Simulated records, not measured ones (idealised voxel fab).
process module | voxel tone inversion
cross-section cut | 255 nm wide | cells 5 nm
A cross-section is a grid of square cells, given in bands from the top down. A band is one or more rows of cells.
Each band's line starts with the height of the band's top and of its bottom, in nm. Then come its materials from left to right, each with its width in nm. One material with "throughout" fills the band from edge to edge. "air" is empty space.
Height 0 is the level under which the wafer as received is all one material. The lowest band goes on downwards, as in "0 down".
A width such as "30 to 40" changes by the same amount from each row of cells to the next, from the band's top row to its bottom row.
"no change" after a step means that no cell of the cross-section changed.
closed voids: empty space of 8 cells or more with no open way to the top, each as width x height at its distance from the left edge, in nm
after a step's settings: what the simulator itself notes on the step
overlay nm, on a step with a mask: how far to the right of its planned place the mask lay; to the left if negative
plan
1 op RECEIVE | material Si
2 op CONFORMAL_DEP | material SiCN | thk nm 10
3 op DIRECTIONAL_DEP | material aC | thk nm 20
4 op PATTERN | tone cover | mask id POSTS | material resist | width nm 25 | pitch nm 50 | thk nm 25 | overlay nm 0
5 op DIRECTIONAL_ETCH | etch materials aC | depth nm 20
6 op STRIP | etch materials resist
7 op FILL_DEP | material SiO2 | thk nm 10
8 op CMP | height nm 30
9 op STRIP | etch materials aC
first wafer, as planned
as received, after step 1
  0 down: Si throughout
  closed voids: none
after step 2
  10 to 0: SiCN throughout
  below 0: unchanged
after step 3
  30 to 10: aC throughout
  below 10: unchanged
after step 4
  55 to 30: air 40 | resist 25 | air 25 | resist 25 | air 25 | resist 25 | air 25 | resist 25 | air 40
  below 30: unchanged
after step 5
  35 to 30: air 40 | resist 25 | air 25 | resist 25 | air 25 | resist 25 | air 25 | resist 25 | air 40
  30 to 10: air 40 | aC 25 | air 25 | aC 25 | air 25 | aC 25 | air 25 | aC 25 | air 40
  below 10: unchanged
after step 6
  30 to 10: air 40 | aC 25 | air 25 | aC 25 | air 25 | aC 25 | air 25 | aC 25 | air 40
  below 10: unchanged
after step 7
  40 to 30: SiO2 throughout
  30 to 10: SiO2 40 | aC 25 | SiO2 25 | aC 25 | SiO2 25 | aC 25 | SiO2 25 | aC 25 | SiO2 40
  below 10: unchanged
after step 8
  30 to 10: SiO2 40 | aC 25 | SiO2 25 | aC 25 | SiO2 25 | aC 25 | SiO2 25 | aC 25 | SiO2 40
  below 10: unchanged
after step 9
  30 to 10: SiO2 40 | air 25 | SiO2 25 | air 25 | SiO2 25 | air 25 | SiO2 25 | air 25 | SiO2 40
  below 10: unchanged
second wafer: like start, like plan, one mistake. Through step 1 it matches the first wafer
when step 2 should have ended
  20 to 0: aC throughout
  below 0: unchanged
when step 3 should have ended
  30 to 20: SiCN throughout
  below 20: unchanged
when step 4 should have ended
  55 to 30: air 40 | resist 25 | air 25 | resist 25 | air 25 | resist 25 | air 25 | resist 25 | air 40
  below 30: unchanged
when step 5 should have ended
  35 to 30: air 40 | resist 25 | air 25 | resist 25 | air 25 | resist 25 | air 25 | resist 25 | air 40
  below 30: unchanged
when step 6 should have ended
  30 to 20: SiCN throughout
  below 20: unchanged
when step 7 should have ended
  40 to 30: SiO2 throughout
  below 30: unchanged
when step 8 should have ended
  30 to 20: SiCN throughout
  below 20: unchanged
when step 9 should have ended: no change
what went wrong: steps 2 and 3 were swapped
at the end the second wafer has, in cells: 124 fewer of SiO2 | 204 more of aC
